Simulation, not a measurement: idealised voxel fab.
Documented hereafter: the process module known as voxel trench capacitor.
Each square cell in cross-section cut measures 5 nm, and the section as a whole is 245 nm wide.
Bands, listed from the top down, are how a cross-section gets written in this document; the cross-section itself is a grid of square cells, and a band is one or more rows of them. Top, bottom (nm), then materials left to right with widths (nm); lone material tagged "full width" fills the whole band edge to edge; "air" = empty space. Note: height 0 marks the level under which the wafer is uniformly one material as received. Lowest band unbounded below, written "0 down". When a width is written as two numbers, as in "30 to 40", the first number is the width in the top row of cells of the band and the second is the width in its bottom row, and the width changes by the same amount from each row to the next. "no alteration" after a step means that no cell of the cross-section changed. Enclosed voids (no open way to top), threshold 8 cells or more, entry "Non-vented voids", notation width x height at distance, distance from left edge, nm. What comes after the settings on a step's line is commentary from the simulator itself on that step. "overlay nm" on a masked step: distance the mask lay right of its planned place, negative for left.
The steps planned for the process are as follows:
1,RECEIVE | material Si
2,CONFORMAL_DEP | material SiN | thk nm 10
3,DIRECTIONAL_DEP | material aC | thk nm 15
4,PATTERN | tone open | mask id TRENCH | material resist | width nm 15 | pitch nm 40 | thk nm 35 | overlay nm 0
5,DIRECTIONAL_ETCH | etch materials aC | depth nm 15
6,STRIP | etch materials resist
7,DIRECTIONAL_ETCH | etch materials SiN | depth nm 10
8,DIRECTIONAL_ETCH | etch materials Si | depth nm 30
9,STRIP | etch materials aC
10,CONFORMAL_DEP | material Al2O3 | thk nm 5
11,FILL_DEP | material polySi | thk nm 10
12,CMP | height nm 10
Split variable: width nm, step 4. Plan value = first wafer. Wafers start alike.
First wafer of several, as received: cross-section after step 1:
  0 down | Si full width
  Non-vented voids: none
At the end of the module, after its last step, step 12, the first of several wafers appears in cross-section as follows:
  10 to 0 | SiN (95); Al2O3 (5); polySi (5); Al2O3 (5); SiN (25); Al2O3 (5); polySi (5); Al2O3 (5); SiN (95)
  0 to -25 | Si (95); Al2O3 (5); polySi (5); Al2O3 (5); Si (25); Al2O3 (5); polySi (5); Al2O3 (5); Si (95)
  -25 to -30 | Si (95); Al2O3 (15); Si (25); Al2O3 (15); Si (95)
  -30 down | Si full width
  Non-vented voids: none
So this is the cross-section on the last wafer at the end of the module:
  10 to 0 | SiN (90); Al2O3 (5); polySi (15); Al2O3 (5); SiN (15); Al2O3 (5); polySi (15); Al2O3 (5); SiN (90)
  0 to -25 | Si (90); Al2O3 (5); polySi (15); Al2O3 (5); Si (15); Al2O3 (5); polySi (15); Al2O3 (5); Si (90)
  -25 to -30 | Si (90); Al2O3 (25); Si (15); Al2O3 (25); Si (90)
  -30 down | Si full width
  Non-vented voids: none
Below, a row for every wafer. Read it as the end-of-module picture: for each material the wafer shows its cells gained (+) or lost (-) since it was received, and then its closed voids:
width nm 15 | +34 Al2O3 | -36 Si | +86 SiN | +14 polySi | Non-vented voids: none
width nm 20 | +36 Al2O3 | -48 Si | +82 SiN | +28 polySi | Non-vented voids: none
width nm 25 | +38 Al2O3 | -60 Si | +78 SiN | +42 polySi | Non-vented voids: none
